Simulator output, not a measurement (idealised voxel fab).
The following is a process module called voxel gate over fins.
In the cross-section labelled cut, the width is 230 nm and each square cell is 5 nm.
Cross-sections here: square-cell grids, written as top-down lists of bands, a band being one or more rows of cells.
Heights first: top, then bottom, in nm. Then materials, left to right, each with a width in nm. "full width" on a single material: fills the band edge to edge. "air": empty space.
Height is counted from the level 0, under which the received wafer is composed throughout of one material. The lowest of the bands is not closed at the bottom but continues downward, in the notation "0 down".
A two-number width, for instance "30 to 40", indicates that the width is equal to the first number in the top row of the band and to the second number in the bottom row, and that it changes by a constant amount per row of cells.
"nothing different" -> step changed no cross-section cell.
In "Enclosed void entries" the enclosed voids are listed, meaning empty spaces of 8 cells or larger without any opening to the top. The form is width x height at distance, distance from the left edge, units nm.
On a step's line, text after the settings is the simulator commenting on that step.
A step line may carry the setting "overlay nm", which, for steps involving a mask, states the distance by which the mask lay to the right of its intended position; negative values denote displacement to the left.

## List of planned process steps
- 1: RECEIVE with material Si
- 2: CONFORMAL_DEP with material SiN, thk nm 10
- 3: PATTERN with tone cover, mask id FINS, material resist, width nm 15, pitch nm 35, thk nm 15, overlay nm 0
- 4: DIRECTIONAL_ETCH with etch materials SiN, depth nm 10
- 5: DIRECTIONAL_ETCH with etch materials Si, depth nm 30
- 6: STRIP with etch materials resist
- 7: OXIDIZE with depth nm 5
- 8: FILL_DEP with material SiO2, thk nm 15
- 9: CMP with height nm 10
- 10: SELECTIVE_ETCH with etch materials SiO2, depth nm 20
- 11: STRIP with etch materials SiN
- 12: CONFORMAL_DEP with material HfO2, thk nm 5
- 13: CONFORMAL_DEP with material TiN, thk nm 5
- 14: CONFORMAL_DEP with material TiAl, thk nm 5
- 15: CONFORMAL_DEP with material TiN, thk nm 5
- 16: FILL_DEP with material W, thk nm 10
- 17: CMP with height nm 25
- 18: CONFORMAL_DEP with material SiCN, thk nm 10

## First of two wafers: run as planned

## Cross-section of the wafer at receipt, which is the condition after step 1
    0 down  Si full width
    Enclosed void entries: none

## The wafer in cross-section once step 2 is complete
    10 to 0  SiN full width
    No changes below 0.

## The wafer in cross-section once step 3 is complete
    25 to 10  air 70 nm; resist 15 nm; air 20 nm; resist 15 nm; air 20 nm; resist 15 nm; air 75 nm
    No changes below 10.

## The wafer in cross-section once step 4 is complete
    25 to 10  air 70 nm; resist 15 nm; air 20 nm; resist 15 nm; air 20 nm; resist 15 nm; air 75 nm
    10 to 0  air 70 nm; SiN 15 nm; air 20 nm; SiN 15 nm; air 20 nm; SiN 15 nm; air 75 nm
    No changes below 0.

## The wafer in cross-section once step 5 is complete
    25 to 10  air 70 nm; resist 15 nm; air 20 nm; resist 15 nm; air 20 nm; resist 15 nm; air 75 nm
    10 to 0  air 70 nm; SiN 15 nm; air 20 nm; SiN 15 nm; air 20 nm; SiN 15 nm; air 75 nm
    0 to -30  air 70 nm; Si 15 nm; air 20 nm; Si 15 nm; air 20 nm; Si 15 nm; air 75 nm
    No changes below -30.

## The wafer in cross-section once step 6 is complete
    10 to 0  air 70 nm; SiN 15 nm; air 20 nm; SiN 15 nm; air 20 nm; SiN 15 nm; air 75 nm
    No changes below 0.

## The wafer in cross-section once step 7 is complete
    10 to 0  air 70 nm; SiN 15 nm; air 20 nm; SiN 15 nm; air 20 nm; SiN 15 nm; air 75 nm
    0 to -30  air 70 nm; SiO2 5 nm; Si 5 nm; SiO2 5 nm; air 20 nm; SiO2 5 nm; Si 5 nm; SiO2 5 nm; air 20 nm; SiO2 5 nm; Si 5 nm; SiO2 5 nm; air 75 nm
    -30 to -35  SiO2 75 nm; Si 5 nm; SiO2 30 nm; Si 5 nm; SiO2 30 nm; Si 5 nm; SiO2 80 nm
    No changes below -35.

## The wafer in cross-section once step 8 is complete
    25 to 10  SiO2 full width
    10 to 0  SiO2 70 nm; SiN 15 nm; SiO2 20 nm; SiN 15 nm; SiO2 20 nm; SiN 15 nm; SiO2 75 nm
    0 to -35  SiO2 75 nm; Si 5 nm; SiO2 30 nm; Si 5 nm; SiO2 30 nm; Si 5 nm; SiO2 80 nm
    No changes below -35.

## The wafer in cross-section once step 9 is complete
    10 to 0  SiO2 70 nm; SiN 15 nm; SiO2 20 nm; SiN 15 nm; SiO2 20 nm; SiN 15 nm; SiO2 75 nm
    No changes below 0.

## The wafer in cross-section once step 10 is complete
    10 to 0  air 70 nm; SiN 15 nm; air 20 nm; SiN 15 nm; air 20 nm; SiN 15 nm; air 75 nm
    0 to -10  air 75 nm; Si 5 nm; air 30 nm; Si 5 nm; air 30 nm; Si 5 nm; air 80 nm
    No changes below -10.

## The wafer in cross-section once step 11 is complete
    0 to -10  air 75 nm; Si 5 nm; air 30 nm; Si 5 nm; air 30 nm; Si 5 nm; air 80 nm
    No changes below -10.

## The wafer in cross-section once step 12 is complete
    5 to 0  air 70 nm; HfO2 15 nm; air 20 nm; HfO2 15 nm; air 20 nm; HfO2 15 nm; air 75 nm
    0 to -5  air 70 nm; HfO2 5 nm; Si 5 nm; HfO2 5 nm; air 20 nm; HfO2 5 nm; Si 5 nm; HfO2 5 nm; air 20 nm; HfO2 5 nm; Si 5 nm; HfO2 5 nm; air 75 nm
    -5 to -10  HfO2 75 nm; Si 5 nm; HfO2 30 nm; Si 5 nm; HfO2 30 nm; Si 5 nm; HfO2 80 nm
    No changes below -10.

## The wafer in cross-section once step 13 is complete
    10 to 5  air 65 nm; TiN 25 nm; air 10 nm; TiN 25 nm; air 10 nm; TiN 25 nm; air 70 nm
    5 to 0  air 65 nm; TiN 5 nm; HfO2 15 nm; TiN 5 nm; air 10 nm; TiN 5 nm; HfO2 15 nm; TiN 5 nm; air 10 nm; TiN 5 nm; HfO2 15 nm; TiN 5 nm; air 70 nm
    0 to -5  TiN 70 nm; HfO2 5 nm; Si 5 nm; HfO2 5 nm; TiN 20 nm; HfO2 5 nm; Si 5 nm; HfO2 5 nm; TiN 20 nm; HfO2 5 nm; Si 5 nm; HfO2 5 nm; TiN 75 nm
    No changes below -5.

## The wafer in cross-section once step 14 is complete
    15 to 10  air 60 nm; TiAl 105 nm; air 65 nm
    10 to 5  air 60 nm; TiAl 5 nm; TiN 25 nm; TiAl 10 nm; TiN 25 nm; TiAl 10 nm; TiN 25 nm; TiAl 5 nm; air 65 nm
    5 to 0  TiAl 65 nm; TiN 5 nm; HfO2 15 nm; TiN 5 nm; TiAl 10 nm; TiN 5 nm; HfO2 15 nm; TiN 5 nm; TiAl 10 nm; TiN 5 nm; HfO2 15 nm; TiN 5 nm; TiAl 70 nm
    No changes below 0.

## The wafer in cross-section once step 15 is complete
    20 to 15  air 55 nm; TiN 115 nm; air 60 nm
    15 to 10  air 55 nm; TiN 5 nm; TiAl 105 nm; TiN 5 nm; air 60 nm
    10 to 5  TiN 60 nm; TiAl 5 nm; TiN 25 nm; TiAl 10 nm; TiN 25 nm; TiAl 10 nm; TiN 25 nm; TiAl 5 nm; TiN 65 nm
    No changes below 5.

## The wafer in cross-section once step 16 is complete
    30 to 20  W full width
    20 to 15  W 55 nm; TiN 115 nm; W 60 nm
    15 to 10  W 55 nm; TiN 5 nm; TiAl 105 nm; TiN 5 nm; W 60 nm
    No changes below 10.

## The wafer in cross-section once step 17 is complete
    25 to 20  W full width
    No changes below 20.

## The wafer in cross-section once step 18 is complete
    35 to 25  SiCN full width
    No changes below 25.

## The second wafer was prepared from the same starting point and under the same plan as the first; its processing contained one mistake, and it remains indistinguishable from the first wafer up to and including step 12

## Cross-section, second wafer, at the end time the plan gives for step 13
    10 to 5  air 65 nm; TiAl 25 nm; air 10 nm; TiAl 25 nm; air 10 nm; TiAl 25 nm; air 70 nm
    5 to 0  air 65 nm; TiAl 5 nm; HfO2 15 nm; TiAl 5 nm; air 10 nm; TiAl 5 nm; HfO2 15 nm; TiAl 5 nm; air 10 nm; TiAl 5 nm; HfO2 15 nm; TiAl 5 nm; air 70 nm
    0 to -5  TiAl 70 nm; HfO2 5 nm; Si 5 nm; HfO2 5 nm; TiAl 20 nm; HfO2 5 nm; Si 5 nm; HfO2 5 nm; TiAl 20 nm; HfO2 5 nm; Si 5 nm; HfO2 5 nm; TiAl 75 nm
    No changes below -5.

## Cross-section, second wafer, at the end time the plan gives for step 14
    15 to 10  air 60 nm; TiN 105 nm; air 65 nm
    10 to 5  air 60 nm; TiN 5 nm; TiAl 25 nm; TiN 10 nm; TiAl 25 nm; TiN 10 nm; TiAl 25 nm; TiN 5 nm; air 65 nm
    5 to 0  TiN 65 nm; TiAl 5 nm; HfO2 15 nm; TiAl 5 nm; TiN 10 nm; TiAl 5 nm; HfO2 15 nm; TiAl 5 nm; TiN 10 nm; TiAl 5 nm; HfO2 15 nm; TiAl 5 nm; TiN 70 nm
    No changes below 0.

## Cross-section, second wafer, at the end time the plan gives for step 15
    20 to 10  air 55 nm; TiN 115 nm; air 60 nm
    10 to 5  TiN 65 nm; TiAl 25 nm; TiN 10 nm; TiAl 25 nm; TiN 10 nm; TiAl 25 nm; TiN 70 nm
    No changes below 5.

## Cross-section, second wafer, at the end time the plan gives for step 16
    30 to 20  W full width
    20 to 10  W 55 nm; TiN 115 nm; W 60 nm
    No changes below 10.

## Cross-section, second wafer, at the end time the plan gives for step 17
    25 to 20  W full width
    No changes below 20.

## Cross-section, second wafer, at the end time the plan gives for step 18
    35 to 25  SiCN full width
    No changes below 25.
What went wrong in running the wafer? note: step 13 <-> step 14, run order reversed vs plan
Tallied in cells, the final second wafer holds each material in the same quantity as the first, although not at the same places.
